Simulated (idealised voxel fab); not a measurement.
Process module under the name voxel gate over fins
For reference, the cross-section in this document is cut, with width 250 nm and square cells of 5 nm.
Cross-section, as written here: a square-cell grid given band by band from the top down, where a band holds one or more rows of cells.
First you get the band's top height and its bottom height, in nm, and then the materials it's made of, left to right, with each width in nm. If you see a single material with "all across", that one covers the band edge to edge. "empty" is empty space.
Height datum 0, below which the as-received substrate wafer is one material. Lowest band open at the bottom, running downward: "0 down".
A two-number width, for instance "30 to 40", indicates that the width is equal to the first number in the top row of the band and to the second number in the bottom row, and that it changes by a constant amount per row of cells.
A step reported as "no alterations made" is a step in which no cell of the cross-section changed.
"Closed void table" contains a list of empty spaces, each no smaller than 8 cells and without an open way to the top, written in the form width x height at distance with the distance from the left edge and all three in nm.
Heads up: the bit after the settings on a step's line is the simulator's remark on that step.
Regarding "overlay nm": on a step with a mask, it is the distance the mask lay to the right of its planned place; a negative value places it to the left.
## These are the steps we planned for the process
| 1 | RECEIVE | material Si |
| 2 | CONFORMAL_DEP | material SiN | thk nm 5 |
| 3 | MASKED_ETCH | tone cover | mask id FINS | width nm 15 | pitch nm 35 | etch materials SiN | depth nm 5 | overlay nm 0 |
| 4 | MASKED_ETCH | tone cover | mask id FINS | width nm 15 | pitch nm 35 | etch materials Si | depth nm 40 | overlay nm 0 |
| 5 | FILL_DEP | material SiO2 | thk nm 15 |
| 6 | CMP | height nm 5 |
| 7 | SELECTIVE_ETCH | etch materials SiO2 | depth nm 15 |
| 8 | STRIP | etch materials SiN |
| 9 | CONFORMAL_DEP | material HfO2 | thk nm 5 |
| 10 | CONFORMAL_DEP | material TiN | thk nm 5 |
| 11 | FILL_DEP | material W | thk nm 10 |
| 12 | CMP | height nm 15 |
| 13 | CONFORMAL_DEP | material SiN | thk nm 5 |
Be aware that, although all wafers share a common starting state, the thk nm at step 13 differs among them, and the plan displays the first wafer's value.
## Incoming state of the first of several wafers in cross-section: after step 1
0 down: Si all across
Closed void table: none
## End of the module, past its last step, step 13: how the first of several wafers looks in cross-section
20 to 15: SiN all across
15 to 10: W all across
10 to 5: 90 nm W | 70 nm TiN | 90 nm W
5 to 0: 90 nm W | 5 nm TiN | 25 nm HfO2 | 10 nm TiN | 25 nm HfO2 | 5 nm TiN | 90 nm W
0 to -5: 95 nm TiN | 5 nm HfO2 | 15 nm Si | 5 nm HfO2 | 10 nm TiN | 5 nm HfO2 | 15 nm Si | 5 nm HfO2 | 95 nm TiN
-5 to -10: 100 nm HfO2 | 15 nm Si | 20 nm HfO2 | 15 nm Si | 100 nm HfO2
-10 to -40: 100 nm SiO2 | 15 nm Si | 20 nm SiO2 | 15 nm Si | 100 nm SiO2
-40 down: Si all across
Closed void table: none
## Final wafer cross-section at module end
35 to 15: SiN all across
15 to 10: W all across
10 to 5: 90 nm W | 70 nm TiN | 90 nm W
5 to 0: 90 nm W | 5 nm TiN | 25 nm HfO2 | 10 nm TiN | 25 nm HfO2 | 5 nm TiN | 90 nm W
0 to -5: 95 nm TiN | 5 nm HfO2 | 15 nm Si | 5 nm HfO2 | 10 nm TiN | 5 nm HfO2 | 15 nm Si | 5 nm HfO2 | 95 nm TiN
-5 to -10: 100 nm HfO2 | 15 nm Si | 20 nm HfO2 | 15 nm Si | 100 nm HfO2
-10 to -40: 100 nm SiO2 | 15 nm Si | 20 nm SiO2 | 15 nm Si | 100 nm SiO2
-40 down: Si all across
Closed void table: none
## Table: wafers, a row each; end-of-module cell change per material since receipt, gain (+), loss (-); then closed voids
thk nm 5, +58 HfO2, -352 Si, +50 SiN, +264 SiO2, +58 TiN, +122 W, Closed void table: none
thk nm 10, +58 HfO2, -352 Si, +100 SiN, +264 SiO2, +58 TiN, +122 W, Closed void table: none
thk nm 15, +58 HfO2, -352 Si, +150 SiN, +264 SiO2, +58 TiN, +122 W, Closed void table: none
thk nm 20, +58 HfO2, -352 Si, +200 SiN, +264 SiO2, +58 TiN, +122 W, Closed void table: none
